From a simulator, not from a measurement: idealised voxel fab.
Title: Process Module voxel ribs on slabs
Xsec cut, 275 nm wide, square cell size 5 nm.
Cross-section layout: square cells on a grid; listed as bands, top to bottom; a band spans one or more cell rows.
The band entry comprises the height of the band's top followed by the height of its bottom, expressed in nm, and subsequently the band's materials from left to right, each stated together with its width in nm. Where a single material is marked with the word "throughout", that material fills the band from edge to edge. The word "air" represents empty space.
The level at which height equals 0 is the one under which the wafer, as it arrives, is entirely one material. No lower edge exists for the bottom band, which continues downward and is notated as in "from 0 down".
Per-row width for "30 to 40": begins at first number (top row of band), ends at second number (bottom row), increment between rows held constant.
It should be understood that the words "nothing altered", when stated for a given step, signify that the cross-section underwent no change in any of its cells during that step.
Under "Fully closed voids" you'll find the enclosed gaps, the ones with no way out to the top, that are 8 cells or bigger; each reads width x height at distance, with distance counted from the left edge, everything in nm.
It should be noted that, on the line of a given step, the content following the step's settings is a remark produced by the simulator itself with respect to that step.
Each step line may optionally specify "overlay nm", which for a step with a mask gives the rightward distance between the mask's planned place and where it lay, a negative value indicating the leftward direction.

List of planned process steps:
| 1 | RECEIVE | material Si |
| 2 | DIRECTIONAL_DEP | material SiO2 | thk nm 30 |
| 3 | DIRECTIONAL_DEP | material SiN | thk nm 20 |
| 4 | DIRECTIONAL_DEP | material aC | thk nm 15 |
| 5 | PATTERN | tone cover | mask id RIB | material resist | width nm 30 | thk nm 35 | overlay nm 0 |
| 6 | DIRECTIONAL_ETCH | etch materials aC | depth nm 15 |
| 7 | STRIP | etch materials resist |
| 8 | DIRECTIONAL_ETCH | etch materials SiN | depth nm 5 |
| 9 | STRIP | etch materials aC |
| 10 | DIRECTIONAL_DEP | material aC | thk nm 10 |
| 11 | PATTERN | tone cover | mask id SLAB | material resist | width nm 80 | thk nm 30 | overlay nm 0 |
| 12 | DIRECTIONAL_ETCH | etch materials aC | depth nm 10 |
| 13 | STRIP | etch materials resist |
| 14 | DIRECTIONAL_ETCH | etch materials SiN | depth nm 15 |
| 15 | STRIP | etch materials aC |
| 16 | FILL_DEP | material SiO2 | thk nm 25 |
| 17 | CMP | height nm 65 |
| 18 | DIRECTIONAL_DEP | material TiN | thk nm 5 |
| 19 | PATTERN | tone cover | mask id HEATER | material resist | width nm 40 | thk nm 20 | overlay nm 0 |
| 20 | DIRECTIONAL_ETCH | etch materials TiN | depth nm 5 |
| 21 | STRIP | etch materials resist |
| 22 | CONFORMAL_DEP | material SiO2 | thk nm 10 |

Here's what the wafer looked like in cross-section when it arrived - that's after step 1:
	from 0 down | Si throughout
	Fully closed voids: none

Run as planned - first of the two wafers cross-sectioned at the end of the module:
	from 80 to 75 | 105 of air | 60 of SiO2 | 110 of air
	from 75 to 70 | SiO2 throughout
	from 70 to 65 | 115 of SiO2 | 40 of TiN | 120 of SiO2
	from 65 to 50 | SiO2 throughout
	from 50 to 45 | 120 of SiO2 | 30 of SiN | 125 of SiO2
	from 45 to 30 | 95 of SiO2 | 80 of SiN | 100 of SiO2
	from 30 to 0 | SiO2 throughout
	from 0 down | Si throughout
	Fully closed voids: none

Second wafer of the two, sectioned at the end of the module. It began like the first and followed the same plan, but one mistake was made while running it:
	from 80 to 75 | 105 of air | 60 of SiO2 | 110 of air
	from 75 to 70 | SiO2 throughout
	from 70 to 65 | 115 of SiO2 | 40 of TiN | 120 of SiO2
	from 65 to 60 | 95 of SiO2 | 80 of SiN | 100 of SiO2
	from 60 to 0 | SiO2 throughout
	from 0 down | Si throughout
	Fully closed voids: none
What went wrong in running the wafer? twice, step 2 of the plan was run
Count the cells at the end and the second wafer has more or fewer of some materials than the first: -38 SiN, +38 SiO2
